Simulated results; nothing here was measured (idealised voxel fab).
Documented hereafter: the process module known as voxel transistor to metal.
Section shown: cut. Width: 295 nm. Cell size: 5 nm, square.
Throughout this document, each cross-section is represented as a grid of square cells and is presented as a sequence of bands enumerated from the top downward, where a band comprises one or more rows of cells.
First you get the band's top height and its bottom height, in nm, and then the materials it's made of, left to right, with each width in nm. If you see a single material with "all across", that one covers the band edge to edge. "blank" is empty space.
Convention: height 0 is the level below which the wafer, as received, is all one material. The lowest band does not terminate at the bottom but continues downward, represented as "from 0 down".
The width entry "30..40" should be interpreted row by row: the top row of cells in the band takes the first number, the bottom row takes the second number, and the change between adjacent rows is uniform throughout.
Key: "nothing different" - step with no changed cell in the cross-section.
"Unvented cavities" specifies each empty space that is not open to the top and that occupies no fewer than 8 cells, using the form width x height at distance, the distance measured from the left edge and all three quantities in nm.
Whatever follows a step's settings on its line is a remark the simulator itself makes about that step.
overlay nm: for a step with a mask, the amount by which the mask lay right of where it was planned; a negative amount means left of it.
Pairs, read this way: before one process step on the one hand, after it on the other, the after cross-section ending at the lowest band that changed; the step between, settings included, beneath. Same starting wafer throughout, but possibly different runs of this module, so no pair continues from the pair above unless its entry headed "Pre-process state" says so.

-- Pre-process state
    from 40 to 30  W all across
    from 30 to 25  40 nm TiN, then 5 nm W, then 75 nm TiN, then 5 nm W, then 40 nm TiN, then 5 nm W, then 75 nm TiN, then 5 nm W, then 45 nm TiN
    from 25 to 15  35 nm SiO2, then 5 nm TiN, then 5 nm W, then 5 nm TiN, then 65 nm SiO2, then 5 nm TiN, then 5 nm W, then 5 nm TiN, then 30 nm SiO2, then 5 nm TiN, then 5 nm W, then 5 nm TiN, then 65 nm SiO2, then 5 nm TiN, then 5 nm W, then 5 nm TiN, then 40 nm SiO2
    from 15 to 10  35 nm SiO2, then 5 nm TiN, then 5 nm W, then 5 nm TiN, then 5 nm SiO2, then 10 nm SiN, then 5 nm HfO2, then 5 nm TiN, then 15 nm W, then 5 nm TiN, then 5 nm HfO2, then 10 nm SiN, then 5 nm SiO2, then 5 nm TiN, then 5 nm W, then 5 nm TiN, then 30 nm SiO2, then 5 nm TiN, then 5 nm W, then 5 nm TiN, then 5 nm SiO2, then 10 nm SiN, then 5 nm HfO2, then 5 nm TiN, then 15 nm W, then 5 nm TiN, then 5 nm HfO2, then 10 nm SiN, then 5 nm SiO2, then 5 nm TiN, then 5 nm W, then 5 nm TiN, then 40 nm SiO2
    from 10 to 5  35 nm SiO2, then 15 nm TiN, then 5 nm SiO2, then 10 nm SiN, then 5 nm HfO2, then 5 nm TiN, then 15 nm W, then 5 nm TiN, then 5 nm HfO2, then 10 nm SiN, then 5 nm SiO2, then 15 nm TiN, then 30 nm SiO2, then 15 nm TiN, then 5 nm SiO2, then 10 nm SiN, then 5 nm HfO2, then 5 nm TiN, then 15 nm W, then 5 nm TiN, then 5 nm HfO2, then 10 nm SiN, then 5 nm SiO2, then 15 nm TiN, then 40 nm SiO2
    from 5 to 0  35 nm SiO2, then 5 nm TiN, then 15 nm nSi, then 10 nm SiN, then 5 nm HfO2, then 5 nm TiN, then 15 nm W, then 5 nm TiN, then 5 nm HfO2, then 10 nm SiN, then 15 nm nSi, then 5 nm TiN, then 30 nm SiO2, then 5 nm TiN, then 15 nm nSi, then 10 nm SiN, then 5 nm HfO2, then 5 nm TiN, then 15 nm W, then 5 nm TiN, then 5 nm HfO2, then 10 nm SiN, then 15 nm nSi, then 5 nm TiN, then 40 nm SiO2
    from 0 to -5  25 nm SiO2, then 10 nm SiN, then 5 nm TiN, then 15 nm nSi, then 10 nm SiN, then 5 nm HfO2, then 25 nm TiN, then 5 nm HfO2, then 10 nm SiN, then 15 nm nSi, then 5 nm TiN, then 10 nm SiN, then 10 nm SiO2, then 10 nm SiN, then 5 nm TiN, then 15 nm nSi, then 10 nm SiN, then 5 nm HfO2, then 25 nm TiN, then 5 nm HfO2, then 10 nm SiN, then 15 nm nSi, then 5 nm TiN, then 10 nm SiN, then 30 nm SiO2
    from -5 to -10  35 nm SiO2, then 20 nm nSi, then 5 nm SiO2, then 45 nm HfO2, then 5 nm SiO2, then 20 nm nSi, then 30 nm SiO2, then 20 nm nSi, then 5 nm SiO2, then 45 nm HfO2, then 5 nm SiO2, then 20 nm nSi, then 40 nm SiO2
    from -10 to -20  35 nm SiO2, then 20 nm nSi, then 55 nm Si, then 20 nm nSi, then 30 nm SiO2, then 20 nm nSi, then 55 nm Si, then 20 nm nSi, then 40 nm SiO2
    from -20 to -45  35 nm SiO2, then 95 nm Si, then 30 nm SiO2, then 95 nm Si, then 40 nm SiO2
    from -45 down  Si all across
    Unvented cavities: none

-- Sectional Result
    from 20 to 15  35 nm SiO2, then 5 nm TiN, then 5 nm W, then 5 nm TiN, then 65 nm SiO2, then 5 nm TiN, then 5 nm W, then 5 nm TiN, then 30 nm SiO2, then 5 nm TiN, then 5 nm W, then 5 nm TiN, then 65 nm SiO2, then 5 nm TiN, then 5 nm W, then 5 nm TiN, then 40 nm SiO2
    Beneath the level 15, the cross-section is identical to its previous state.
    Unvented cavities: none
Transition step, before and after shown above: CMP (height nm 20)

Pre-process state: The structure entering this step is exactly what the pair just above shows after its step.

-- Sectional Result
    from 25 to 20  TiN all across
    Beneath the level 20, the cross-section is identical to its previous state.
    Unvented cavities: none
Transition step, before and after shown above: DIRECTIONAL_DEP (material TiN; thk nm 5)

Pre-process state: The structure entering this step is exactly what the pair just above shows after its step.

-- Sectional Result
    from 45 to 25  W all across
    Beneath the level 25, the cross-section is identical to its previous state.
    Unvented cavities: none
Transition step, before and after shown above: DIRECTIONAL_DEP (material W; thk nm 20)

Pre-process state: The structure entering this step is exactly what the pair just above shows after its step.

-- Sectional Result
    from 55 to 45  aC all across
    Beneath the level 45, the cross-section is identical to its previous state.
    Unvented cavities: none
Transition step, before and after shown above: DIRECTIONAL_DEP (material aC; thk nm 10)

Pre-process state: The structure entering this step is exactly what the pair just above shows after its step.

-- Sectional Result
    from 80 to 55  35 nm blank, then 15 nm resist, then 65 nm blank, then 15 nm resist, then 30 nm blank, then 15 nm resist, then 65 nm blank, then 15 nm resist, then 40 nm blank
    Beneath the level 55, the cross-section is identical to its previous state.
    Unvented cavities: none
Transition step, before and after shown above: PATTERN (tone cover; mask id METAL_1; material resist; width nm 15; thk nm 25; overlay nm 0)

Pre-process state: The structure entering this step is exactly what the pair just above shows after its step.

-- Sectional Result
    from 70 to 55  35 nm blank, then 15 nm resist, then 65 nm blank, then 15 nm resist, then 30 nm blank, then 15 nm resist, then 65 nm blank, then 15 nm resist, then 40 nm blank
    from 55 to 45  35 nm blank, then 15 nm aC, then 65 nm blank, then 15 nm aC, then 30 nm blank, then 15 nm aC, then 65 nm blank, then 15 nm aC, then 40 nm blank
    Beneath the level 45, the cross-section is identical to its previous state.
    Unvented cavities: none
Transition step, before and after shown above: DIRECTIONAL_ETCH (etch materials aC; depth nm 10)

Pre-process state: The structure entering this step is exactly what the pair just above shows after its step.

-- Sectional Result
    from 55 to 45  35 nm blank, then 15 nm aC, then 65 nm blank, then 15 nm aC, then 30 nm blank, then 15 nm aC, then 65 nm blank, then 15 nm aC, then 40 nm blank
    Beneath the level 45, the cross-section is identical to its previous state.
    Unvented cavities: none
Transition step, before and after shown above: STRIP (etch materials resist)

Pre-process state: The structure entering this step is exactly what the pair just above shows after its step.

-- Sectional Result
    from 55 to 45  35 nm blank, then 15 nm aC, then 65 nm blank, then 15 nm aC, then 30 nm blank, then 15 nm aC, then 65 nm blank, then 15 nm aC, then 40 nm blank
    from 45 to 25  35 nm blank, then 15 nm W, then 65 nm blank, then 15 nm W, then 30 nm blank, then 15 nm W, then 65 nm blank, then 15 nm W, then 40 nm blank
    Beneath the level 25, the cross-section is identical to its previous state.
    Unvented cavities: none
Transition step, before and after shown above: DIRECTIONAL_ETCH (etch materials W; depth nm 20)

Pre-process state: The structure entering this step is exactly what the pair just above shows after its step.

-- Sectional Result
    from 55 to 45  35 nm blank, then 15 nm aC, then 65 nm blank, then 15 nm aC, then 30 nm blank, then 15 nm aC, then 65 nm blank, then 15 nm aC, then 40 nm blank
    from 45 to 25  35 nm blank, then 15 nm W, then 65 nm blank, then 15 nm W, then 30 nm blank, then 15 nm W, then 65 nm blank, then 15 nm W, then 40 nm blank
    from 25 to 20  35 nm blank, then 15 nm TiN, then 65 nm blank, then 15 nm TiN, then 30 nm blank, then 15 nm TiN, then 65 nm blank, then 15 nm TiN, then 40 nm blank
    Beneath the level 20, the cross-section is identical to its previous state.
    Unvented cavities: none
Transition step, before and after shown above: DIRECTIONAL_ETCH (etch materials TiN; depth nm 5)

Pre-process state: The structure entering this step is exactly what the pair just above shows after its step.

-- Sectional Result
    from 45 to 25  35 nm blank, then 15 nm W, then 65 nm blank, then 15 nm W, then 30 nm blank, then 15 nm W, then 65 nm blank, then 15 nm W, then 40 nm blank
    Beneath the level 25, the cross-section is identical to its previous state.
    Unvented cavities: none
Transition step, before and after shown above: STRIP (etch materials aC)

Pre-process state: The structure entering this step is exactly what the pair just above shows after its step.

-- Sectional Result
    from 50 to 45  SiO2 all across
    from 45 to 25  35 nm SiO2, then 15 nm W, then 65 nm SiO2, then 15 nm W, then 30 nm SiO2, then 15 nm W, then 65 nm SiO2, then 15 nm W, then 40 nm SiO2
    from 25 to 20  35 nm SiO2, then 15 nm TiN, then 65 nm SiO2, then 15 nm TiN, then 30 nm SiO2, then 15 nm TiN, then 65 nm SiO2, then 15 nm TiN, then 40 nm SiO2
    Beneath the level 20, the cross-section is identical to its previous state.
    Unvented cavities: none
Transition step, before and after shown above: FILL_DEP (material SiO2; thk nm 5)

Pre-process state: The structure entering this step is exactly what the pair just above shows after its step.

-- Sectional Result
    from 55 to 50  SiCN all across
    Beneath the level 50, the cross-section is identical to its previous state.
    Unvented cavities: none
Transition step, before and after shown above: CONFORMAL_DEP (material SiCN; thk nm 5)

Pre-process state: The structure entering this step is exactly what the pair just above shows after its step.

-- Sectional Result
    from 85 to 55  SiO2 all across
    Beneath the level 55, the cross-section is identical to its previous state.
    Unvented cavities: none
Transition step, before and after shown above: DIRECTIONAL_DEP (material SiO2; thk nm 30)

Pre-process state: The structure entering this step is exactly what the pair just above shows after its step.

-- Sectional Result
    from 95 to 85  aC all across
    Beneath the level 85, the cross-section is identical to its previous state.
    Unvented cavities: none
Transition step, before and after shown above: DIRECTIONAL_DEP (material aC; thk nm 10)

Pre-process state: The structure entering this step is exactly what the pair just above shows after its step.

-- Sectional Result
    from 125 to 95  35 nm resist, then 15 nm blank, then 110 nm resist, then 15 nm blank, then 120 nm resist
    Beneath the level 95, the cross-section is identical to its previous state.
    Unvented cavities: none
Transition step, before and after shown above: PATTERN (tone open; mask id METAL_2; material resist; width nm 15; pitch nm 125; thk nm 30; overlay nm 0)

Pre-process state: The structure entering this step is exactly what the pair just above shows after its step.

-- Sectional Result
    from 115 to 95  35 nm resist, then 15 nm blank, then 110 nm resist, then 15 nm blank, then 120 nm resist
    from 95 to 85  35 nm aC, then 15 nm blank, then 110 nm aC, then 15 nm blank, then 120 nm aC
    Beneath the level 85, the cross-section is identical to its previous state.
    Unvented cavities: none
Transition step, before and after shown above: DIRECTIONAL_ETCH (etch materials aC; depth nm 10)

Pre-process state: The structure entering this step is exactly what the pair just above shows after its step.

-- Sectional Result
    from 95 to 85  35 nm aC, then 15 nm blank, then 110 nm aC, then 15 nm blank, then 120 nm aC
    Beneath the level 85, the cross-section is identical to its previous state.
    Unvented cavities: none
Transition step, before and after shown above: STRIP (etch materials resist)

Pre-process state: The structure entering this step is exactly what the pair just above shows after its step.

-- Sectional Result
    from 95 to 85  35 nm aC, then 15 nm blank, then 110 nm aC, then 15 nm blank, then 120 nm aC
    from 85 to 65  35 nm SiO2, then 15 nm blank, then 110 nm SiO2, then 15 nm blank, then 120 nm SiO2
    Beneath the level 65, the cross-section is identical to its previous state.
    Unvented cavities: none
Transition step, before and after shown above: DIRECTIONAL_ETCH (etch materials SiO2; depth nm 20)

Pre-process state: The structure entering this step is exactly what the pair just above shows after its step.

-- Sectional Result
    from 85 to 65  35 nm SiO2, then 15 nm blank, then 110 nm SiO2, then 15 nm blank, then 120 nm SiO2
    Beneath the level 65, the cross-section is identical to its previous state.
    Unvented cavities: none
Transition step, before and after shown above: STRIP (etch materials aC)

Pre-process state: The structure entering this step is exactly what the pair just above shows after its step.

-- Sectional Result
    from 100 to 85  35 nm aC, then 15 nm blank, then 110 nm aC, then 15 nm blank, then 120 nm aC
    from 85 to 80  35 nm SiO2, then 15 nm blank, then 110 nm SiO2, then 15 nm blank, then 120 nm SiO2
    from 80 to 65  35 nm SiO2, then 15 nm aC, then 110 nm SiO2, then 15 nm aC, then 120 nm SiO2
    Beneath the level 65, the cross-section is identical to its previous state.
    Unvented cavities: none
Transition step, before and after shown above: DIRECTIONAL_DEP (material aC; thk nm 15)

Pre-process state: The structure entering this step is exactly what the pair just above shows after its step.

-- Sectional Result
    from 130 to 100  35 nm resist, then 15 nm blank, then 110 nm resist, then 15 nm blank, then 120 nm resist
    Beneath the level 100, the cross-section is identical to its previous state.
    Unvented cavities: none
Transition step, before and after shown above: PATTERN (tone open; mask id METAL_2_HOLES; material resist; width nm 15; pitch nm 125; thk nm 30; overlay nm 0)

Pre-process state: The structure entering this step is exactly what the pair just above shows after its step.

-- Sectional Result
    from 115 to 100  35 nm resist, then 15 nm blank, then 110 nm resist, then 15 nm blank, then 120 nm resist
    from 100 to 85  35 nm aC, then 15 nm blank, then 110 nm aC, then 15 nm blank, then 120 nm aC
    from 85 to 65  35 nm SiO2, then 15 nm blank, then 110 nm SiO2, then 15 nm blank, then 120 nm SiO2
    Beneath the level 65, the cross-section is identical to its previous state.
    Unvented cavities: none
Transition step, before and after shown above: DIRECTIONAL_ETCH (etch materials aC; depth nm 15)

Pre-process state: The structure entering this step is exactly what the pair just above shows after its step.

-- Sectional Result
    from 100 to 85  35 nm aC, then 15 nm blank, then 110 nm aC, then 15 nm blank, then 120 nm aC
    Beneath the level 85, the cross-section is identical to its previous state.
    Unvented cavities: none
Transition step, before and after shown above: STRIP (etch materials resist)

Pre-process state: The structure entering this step is exactly what the pair just above shows after its step.

-- Sectional Result
    from 100 to 85  35 nm aC, then 15 nm blank, then 110 nm aC, then 15 nm blank, then 120 nm aC
    from 85 to 55  35 nm SiO2, then 15 nm blank, then 110 nm SiO2, then 15 nm blank, then 120 nm SiO2
    Beneath the level 55, the cross-section is identical to its previous state.
    Unvented cavities: none
Transition step, before and after shown above: DIRECTIONAL_ETCH (etch materials SiO2; depth nm 10)

Pre-process state: The structure entering this step is exactly what the pair just above shows after its step.

-- Sectional Result
    from 100 to 85  35 nm aC, then 15 nm blank, then 110 nm aC, then 15 nm blank, then 120 nm aC
    from 85 to 55  35 nm SiO2, then 15 nm blank, then 110 nm SiO2, then 15 nm blank, then 120 nm SiO2
    from 55 to 50  35 nm SiCN, then 15 nm blank, then 110 nm SiCN, then 15 nm blank, then 120 nm SiCN
    Beneath the level 50, the cross-section is identical to its previous state.
    Unvented cavities: none
Transition step, before and after shown above: DIRECTIONAL_ETCH (etch materials SiCN; depth nm 5)

Pre-process state: The structure entering this step is exactly what the pair just above shows after its step.

-- Sectional Result
    from 85 to 55  35 nm SiO2, then 15 nm blank, then 110 nm SiO2, then 15 nm blank, then 120 nm SiO2
    Beneath the level 55, the cross-section is identical to its previous state.
    Unvented cavities: none
Transition step, before and after shown above: STRIP (etch materials aC)

Pre-process state: The structure entering this step is exactly what the pair just above shows after its step.

-- Sectional Result
    from 90 to 85  40 nm TiN, then 5 nm blank, then 120 nm TiN, then 5 nm blank, then 125 nm TiN
    from 85 to 55  35 nm SiO2, then 5 nm TiN, then 5 nm blank, then 5 nm TiN, then 110 nm SiO2, then 5 nm TiN, then 5 nm blank, then 5 nm TiN, then 120 nm SiO2
    from 55 to 50  35 nm SiCN, then 15 nm TiN, then 110 nm SiCN, then 15 nm TiN, then 120 nm SiCN
    Beneath the level 50, the cross-section is identical to its previous state.
    Unvented cavities: none
Transition step, before and after shown above: CONFORMAL_DEP (material TiN; thk nm 5)

Pre-process state: The structure entering this step is exactly what the pair just above shows after its step.

-- Sectional Result
    from 100 to 90  Ru all across
    from 90 to 85  40 nm TiN, then 5 nm Ru, then 120 nm TiN, then 5 nm Ru, then 125 nm TiN
    from 85 to 55  35 nm SiO2, then 5 nm TiN, then 5 nm Ru, then 5 nm TiN, then 110 nm SiO2, then 5 nm TiN, then 5 nm Ru, then 5 nm TiN, then 120 nm SiO2
    Beneath the level 55, the cross-section is identical to its previous state.
    Unvented cavities: none
Transition step, before and after shown above: FILL_DEP (material Ru; thk nm 10)

Pre-process state: The structure entering this step is exactly what the pair just above shows after its step.

-- Sectional Result
    from 85 to 55  35 nm SiO2, then 5 nm TiN, then 5 nm Ru, then 5 nm TiN, then 110 nm SiO2, then 5 nm TiN, then 5 nm Ru, then 5 nm TiN, then 120 nm SiO2
    Beneath the level 55, the cross-section is identical to its previous state.
    Unvented cavities: none
Transition step, before and after shown above: CMP (height nm 85)

Pre-process state: The structure entering this step is exactly what the pair just above shows after its step.

-- Sectional Result
    from 90 to 85  SiN all across
    Beneath the level 85, the cross-section is identical to its previous state.
    Unvented cavities: none
Transition step, before and after shown above: CONFORMAL_DEP (material SiN; thk nm 5)

-- Pre-process state
    from 45 to 40  25 nm aC, then 115 nm blank, then 10 nm aC, then 115 nm blank, then 30 nm aC
    from 40 to 35  aC all across
    from 35 to 30  25 nm SiCN, then 115 nm aC, then 10 nm SiCN, then 115 nm aC, then 30 nm SiCN
    from 30 to 25  SiCN all across
    from 25 to 20  25 nm polySi, then 115 nm SiCN, then 10 nm polySi, then 115 nm SiCN, then 30 nm polySi
    from 20 to 0  polySi all across
    from 0 to -5  25 nm SiO2, then 115 nm polySi, then 10 nm SiO2, then 115 nm polySi, then 30 nm SiO2
    from -5 to -10  SiO2 all across
    from -10 to -45  35 nm SiO2, then 95 nm Si, then 30 nm SiO2, then 95 nm Si, then 40 nm SiO2
    from -45 down  Si all across
    Unvented cavities: none

-- Sectional Result
    from 70 to 45  70 nm blank, then 30 nm resist, then 95 nm blank, then 30 nm resist, then 70 nm blank
    from 45 to 40  25 nm aC, then 45 nm blank, then 30 nm resist, then 40 nm blank, then 10 nm aC, then 45 nm blank, then 30 nm resist, then 40 nm blank, then 30 nm aC
    Beneath the level 40, the cross-section is identical to its previous state.
    Unvented cavities: none
Transition step, before and after shown above: PATTERN (tone cover; mask id GATE; material resist; width nm 30; pitch nm 125; thk nm 25; overlay nm 0)

Pre-process state: The structure entering this step is exactly what the pair just above shows after its step.

-- Sectional Result
    from 60 to 40  70 nm blank, then 30 nm resist, then 95 nm blank, then 30 nm resist, then 70 nm blank
    from 40 to 35  70 nm blank, then 30 nm aC, then 95 nm blank, then 30 nm aC, then 70 nm blank
    from 35 to 30  25 nm SiCN, then 45 nm blank, then 30 nm aC, then 40 nm blank, then 10 nm SiCN, then 45 nm blank, then 30 nm aC, then 40 nm blank, then 30 nm SiCN
    Beneath the level 30, the cross-section is identical to its previous state.
    Unvented cavities: none
Transition step, before and after shown above: DIRECTIONAL_ETCH (etch materials aC; depth nm 10)

Pre-process state: The structure entering this step is exactly what the pair just above shows after its step.

-- Sectional Result
    from 40 to 35  70 nm blank, then 30 nm aC, then 95 nm blank, then 30 nm aC, then 70 nm blank
    Beneath the level 35, the cross-section is identical to its previous state.
    Unvented cavities: none
Transition step, before and after shown above: STRIP (etch materials resist)

Pre-process state: The structure entering this step is exactly what the pair just above shows after its step.

-- Sectional Result
    from 40 to 30  70 nm blank, then 30 nm aC, then 95 nm blank, then 30 nm aC, then 70 nm blank
    from 30 to 25  70 nm blank, then 30 nm SiCN, then 95 nm blank, then 30 nm SiCN, then 70 nm blank
    from 25 to 20  25 nm polySi, then 45 nm blank, then 30 nm SiCN, then 40 nm blank, then 10 nm polySi, then 45 nm blank, then 30 nm SiCN, then 40 nm blank, then 30 nm polySi
    Beneath the level 20, the cross-section is identical to its previous state.
    Unvented cavities: none
Transition step, before and after shown above: DIRECTIONAL_ETCH (etch materials SiCN; depth nm 20)

Pre-process state: The structure entering this step is exactly what the pair just above shows after its step.

-- Sectional Result
    from 40 to 30  70 nm blank, then 30 nm aC, then 95 nm blank, then 30 nm aC, then 70 nm blank
    from 30 to 20  70 nm blank, then 30 nm SiCN, then 95 nm blank, then 30 nm SiCN, then 70 nm blank
    from 20 to 0  70 nm blank, then 30 nm polySi, then 95 nm blank, then 30 nm polySi, then 70 nm blank
    from 0 to -5  25 nm SiO2, then 45 nm blank, then 30 nm polySi, then 40 nm blank, then 10 nm SiO2, then 45 nm blank, then 30 nm polySi, then 40 nm blank, then 30 nm SiO2
    Beneath the level -5, the cross-section is identical to its previous state.
    Unvented cavities: none
Transition step, before and after shown above: DIRECTIONAL_ETCH (etch materials polySi; depth nm 35)

Pre-process state: The structure entering this step is exactly what the pair just above shows after its step.

-- Sectional Result
    from 30 to 20  70 nm blank, then 30 nm SiCN, then 95 nm blank, then 30 nm SiCN, then 70 nm blank
    Beneath the level 20, the cross-section is identical to its previous state.
    Unvented cavities: none
Transition step, before and after shown above: STRIP (etch materials aC)

Pre-process state: The structure entering this step is exactly what the pair just above shows after its step.

-- Sectional Result
    from 40 to 30  60 nm blank, then 50 nm SiN, then 75 nm blank, then 50 nm SiN, then 60 nm blank
    from 30 to 20  60 nm blank, then 10 nm SiN, then 30 nm SiCN, then 10 nm SiN, then 75 nm blank, then 10 nm SiN, then 30 nm SiCN, then 10 nm SiN, then 60 nm blank
    from 20 to 10  60 nm blank, then 10 nm SiN, then 30 nm polySi, then 10 nm SiN, then 75 nm blank, then 10 nm SiN, then 30 nm polySi, then 10 nm SiN, then 60 nm blank
    from 10 to 5  35 nm SiN, then 25 nm blank, then 10 nm SiN, then 30 nm polySi, then 10 nm SiN, then 20 nm blank, then 30 nm SiN, then 25 nm blank, then 10 nm SiN, then 30 nm polySi, then 10 nm SiN, then 20 nm blank, then 40 nm SiN
    from 5 to 0  70 nm SiN, then 30 nm polySi, then 95 nm SiN, then 30 nm polySi, then 70 nm SiN
    from 0 to -5  25 nm SiO2, then 45 nm SiN, then 30 nm polySi, then 40 nm SiN, then 10 nm SiO2, then 45 nm SiN, then 30 nm polySi, then 40 nm SiN, then 30 nm SiO2
    Beneath the level -5, the cross-section is identical to its previous state.
    Unvented cavities: none
Transition step, before and after shown above: CONFORMAL_DEP (material SiN; thk nm 10)

Pre-process state: The structure entering this step is exactly what the pair just above shows after its step.

-- Sectional Result
    from 30 to 20  60 nm blank, then 10 nm SiN, then 30 nm SiCN, then 10 nm SiN, then 75 nm blank, then 10 nm SiN, then 30 nm SiCN, then 10 nm SiN, then 60 nm blank
    from 20 to 0  60 nm blank, then 10 nm SiN, then 30 nm polySi, then 10 nm SiN, then 75 nm blank, then 10 nm SiN, then 30 nm polySi, then 10 nm SiN, then 60 nm blank
    from 0 to -5  25 nm SiO2, then 10 nm SiN, then 25 nm blank, then 10 nm SiN, then 30 nm polySi, then 10 nm SiN, then 20 nm blank, then 10 nm SiN, then 10 nm SiO2, then 10 nm SiN, then 25 nm blank, then 10 nm SiN, then 30 nm polySi, then 10 nm SiN, then 20 nm blank, then 10 nm SiN, then 30 nm SiO2
    Beneath the level -5, the cross-section is identical to its previous state.
    Unvented cavities: none
Transition step, before and after shown above: DIRECTIONAL_ETCH (etch materials SiN; depth nm 10)

Pre-process state: The structure entering this step is exactly what the pair just above shows after its step.

-- Sectional Result
    from 30 to 20  60 nm blank, then 10 nm SiN, then 30 nm SiCN, then 10 nm SiN, then 75 nm blank, then 10 nm SiN, then 30 nm SiCN, then 10 nm SiN, then 60 nm blank
    from 20 to 0  60 nm blank, then 10 nm SiN, then 30 nm polySi, then 10 nm SiN, then 75 nm blank, then 10 nm SiN, then 30 nm polySi, then 10 nm SiN, then 60 nm blank
    from 0 to -5  25 nm blank, then 10 nm SiN, then 25 nm blank, then 10 nm SiN, then 30 nm polySi, then 10 nm SiN, then 20 nm blank, then 10 nm SiN, then 10 nm blank, then 10 nm SiN, then 25 nm blank, then 10 nm SiN, then 30 nm polySi, then 10 nm SiN, then 20 nm blank, then 10 nm SiN, then 30 nm blank
    from -5 to -10  35 nm SiO2, then 25 nm blank, then 50 nm SiO2, then 20 nm blank, then 30 nm SiO2, then 25 nm blank, then 50 nm SiO2, then 20 nm blank, then 40 nm SiO2
    Beneath the level -10, the cross-section is identical to its previous state.
    Unvented cavities: none
Transition step, before and after shown above: DIRECTIONAL_ETCH (etch materials SiO2; depth nm 5)

Pre-process state: The structure entering this step is exactly what the pair just above shows after its step.

-- Sectional Result
    from 30 to 20  60 nm blank, then 10 nm SiN, then 30 nm SiCN, then 10 nm SiN, then 75 nm blank, then 10 nm SiN, then 30 nm SiCN, then 10 nm SiN, then 60 nm blank
    from 20 to 0  60 nm blank, then 10 nm SiN, then 30 nm polySi, then 10 nm SiN, then 75 nm blank, then 10 nm SiN, then 30 nm polySi, then 10 nm SiN, then 60 nm blank
    from 0 to -5  25 nm blank, then 10 nm SiN, then 25 nm blank, then 10 nm SiN, then 30 nm polySi, then 10 nm SiN, then 20 nm blank, then 10 nm SiN, then 10 nm blank, then 10 nm SiN, then 25 nm blank, then 10 nm SiN, then 30 nm polySi, then 10 nm SiN, then 20 nm blank, then 10 nm SiN, then 30 nm blank
    from -5 to -10  35 nm SiO2, then 25 nm blank, then 50 nm SiO2, then 20 nm blank, then 30 nm SiO2, then 25 nm blank, then 50 nm SiO2, then 20 nm blank, then 40 nm SiO2
    from -10 to -20  35 nm SiO2, then 25 nm blank, then 50 nm Si, then 20 nm blank, then 30 nm SiO2, then 25 nm blank, then 50 nm Si, then 20 nm blank, then 40 nm SiO2
    Beneath the level -20, the cross-section is identical to its previous state.
    Unvented cavities: none
Transition step, before and after shown above: DIRECTIONAL_ETCH (etch materials Si; depth nm 10)

Pre-process state: The structure entering this step is exactly what the pair just above shows after its step.

-- Sectional Result
    from 30 to 20  60 nm blank, then 10 nm SiN, then 30 nm SiCN, then 10 nm SiN, then 75 nm blank, then 10 nm SiN, then 30 nm SiCN, then 10 nm SiN, then 60 nm blank
    from 20 to 5  60 nm blank, then 10 nm SiN, then 30 nm polySi, then 10 nm SiN, then 75 nm blank, then 10 nm SiN, then 30 nm polySi, then 10 nm SiN, then 60 nm blank
    from 5 to 0  45 nm blank, then 15 nm nSi, then 10 nm SiN, then 30 nm polySi, then 10 nm SiN, then 15 nm nSi, then 45 nm blank, then 15 nm nSi, then 10 nm SiN, then 30 nm polySi, then 10 nm SiN, then 15 nm nSi, then 45 nm blank
    from 0 to -5  25 nm blank, then 10 nm SiN, then 10 nm blank, then 15 nm nSi, then 10 nm SiN, then 30 nm polySi, then 10 nm SiN, then 15 nm nSi, then 5 nm blank, then 10 nm SiN, then 10 nm blank, then 10 nm SiN, then 10 nm blank, then 15 nm nSi, then 10 nm SiN, then 30 nm polySi, then 10 nm SiN, then 15 nm nSi, then 5 nm blank, then 10 nm SiN, then 30 nm blank
    from -5 to -10  35 nm SiO2, then 25 nm nSi, then 50 nm SiO2, then 20 nm nSi, then 30 nm SiO2, then 25 nm nSi, then 50 nm SiO2, then 20 nm nSi, then 40 nm SiO2
    from -10 to -20  35 nm SiO2, then 25 nm nSi, then 50 nm Si, then 20 nm nSi, then 30 nm SiO2, then 25 nm nSi, then 50 nm Si, then 20 nm nSi, then 40 nm SiO2
    Beneath the level -20, the cross-section is identical to its previous state.
    Unvented cavities: none
Transition step, before and after shown above: EPI (material nSi; thk nm 15)

Pre-process state: The structure entering this step is exactly what the pair just above shows after its step.

-- Sectional Result
    from 35 to 30  SiO2 all across
    from 30 to 20  60 nm SiO2, then 10 nm SiN, then 30 nm SiCN, then 10 nm SiN, then 75 nm SiO2, then 10 nm SiN, then 30 nm SiCN, then 10 nm SiN, then 60 nm SiO2
    from 20 to 5  60 nm SiO2, then 10 nm SiN, then 30 nm polySi, then 10 nm SiN, then 75 nm SiO2, then 10 nm SiN, then 30 nm polySi, then 10 nm SiN, then 60 nm SiO2
    from 5 to 0  45 nm SiO2, then 15 nm nSi, then 10 nm SiN, then 30 nm polySi, then 10 nm SiN, then 15 nm nSi, then 45 nm SiO2, then 15 nm nSi, then 10 nm SiN, then 30 nm polySi, then 10 nm SiN, then 15 nm nSi, then 45 nm SiO2
    from 0 to -5  25 nm SiO2, then 10 nm SiN, then 10 nm SiO2, then 15 nm nSi, then 10 nm SiN, then 30 nm polySi, then 10 nm SiN, then 15 nm nSi, then 5 nm SiO2, then 10 nm SiN, then 10 nm SiO2, then 10 nm SiN, then 10 nm SiO2, then 15 nm nSi, then 10 nm SiN, then 30 nm polySi, then 10 nm SiN, then 15 nm nSi, then 5 nm SiO2, then 10 nm SiN, then 30 nm SiO2
    Beneath the level -5, the cross-section is identical to its previous state.
    Unvented cavities: none
Transition step, before and after shown above: FILL_DEP (material SiO2; thk nm 5)

Pre-process state: The structure entering this step is exactly what the pair just above shows after its step.

-- Sectional Result
    from 20 to 5  60 nm SiO2, then 10 nm SiN, then 30 nm polySi, then 10 nm SiN, then 75 nm SiO2, then 10 nm SiN, then 30 nm polySi, then 10 nm SiN, then 60 nm SiO2
    Beneath the level 5, the cross-section is identical to its previous state.
    Unvented cavities: none
Transition step, before and after shown above: CMP (height nm 20)
